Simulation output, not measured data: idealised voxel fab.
process module | voxel ribs on slabs
cross-section cut | 270 nm wide | cells 5 nm
A cross-section is a grid of square cells, given in bands from the top down. A band is one or more rows of cells.
Each band's line starts with the height of the band's top and of its bottom, in nm. Then come its materials from left to right, each with its width in nm. One material with "throughout" fills the band from edge to edge. "air" is empty space.
Height 0 is the level under which the wafer as received is all one material. The lowest band goes on downwards, as in "0 down".
A width such as "30 to 40" changes by the same amount from each row of cells to the next, from the band's top row to its bottom row.
"no change" after a step means that no cell of the cross-section changed.
closed voids: empty space of 8 cells or more with no open way to the top, each as width x height at its distance from the left edge, in nm
after a step's settings: what the simulator itself notes on the step
overlay nm, on a step with a mask: how far to the right of its planned place the mask lay; to the left if negative
plan
1 op RECEIVE | material Si
2 op DIRECTIONAL_DEP | material SiO2 | thk nm 25
3 op DIRECTIONAL_DEP | material SiN | thk nm 20
4 op PATTERN | tone cover | mask id RIB | material resist | width nm 15 | thk nm 20 | overlay nm 0
5 op DIRECTIONAL_ETCH | etch materials SiN | depth nm 5
6 op STRIP | etch materials resist
7 op PATTERN | tone cover | mask id SLAB | material resist | width nm 75 | thk nm 20 | overlay nm 0
8 op DIRECTIONAL_ETCH | etch materials SiN | depth nm 15
9 op STRIP | etch materials resist
10 op FILL_DEP | material SiO2 | thk nm 25
11 op CMP | height nm 60
12 op DIRECTIONAL_DEP | material W | thk nm 5
13 op MASKED_ETCH | tone cover | mask id HEATER | width nm 25 | etch materials W | depth nm 5 | overlay nm 0
14 op CONFORMAL_DEP | material SiO2 | thk nm 5
first wafer, as planned
as received, after step 1
  0 down: Si throughout
  closed voids: none
after step 2
  25 to 0: SiO2 throughout
  below 0: unchanged
after step 3
  45 to 25: SiN throughout
  below 25: unchanged
after step 4
  65 to 45: air 125 | resist 15 | air 130
  below 45: unchanged
after step 5
  65 to 45: air 125 | resist 15 | air 130
  45 to 40: air 125 | SiN 15 | air 130
  below 40: unchanged
after step 6
  45 to 40: air 125 | SiN 15 | air 130
  below 40: unchanged
after step 7
  65 to 45: air 95 | resist 75 | air 100
  45 to 40: air 95 | resist 30 | SiN 15 | resist 30 | air 100
  below 40: unchanged
after step 8
  65 to 45: air 95 | resist 75 | air 100
  45 to 40: air 95 | resist 30 | SiN 15 | resist 30 | air 100
  40 to 25: air 95 | SiN 75 | air 100
  below 25: unchanged
after step 9
  45 to 40: air 125 | SiN 15 | air 130
  below 40: unchanged
after step 10
  70 to 45: SiO2 throughout
  45 to 40: SiO2 125 | SiN 15 | SiO2 130
  40 to 25: SiO2 95 | SiN 75 | SiO2 100
  below 25: unchanged
after step 11
  60 to 45: SiO2 throughout
  below 45: unchanged
after step 12
  65 to 60: W throughout
  below 60: unchanged
after step 13
  65 to 60: air 120 | W 25 | air 125
  below 60: unchanged
after step 14
  70 to 65: air 115 | SiO2 35 | air 120
  65 to 60: SiO2 120 | W 25 | SiO2 125
  below 60: unchanged
second wafer: like start, like plan, one mistake. Through step 12 it matches the first wafer
when step 13 should have ended
  65 to 60: air 120 | W 30 | air 120
  below 60: unchanged
when step 14 should have ended
  70 to 65: air 115 | SiO2 40 | air 115
  65 to 60: SiO2 120 | W 30 | SiO2 120
  below 60: unchanged
what went wrong: step 13 ran as: op MASKED_ETCH | tone cover | mask id HEATER | width nm 30 | etch materials W | depth nm 5 | overlay nm 0
at the end the second wafer has, in cells: 1 more of W
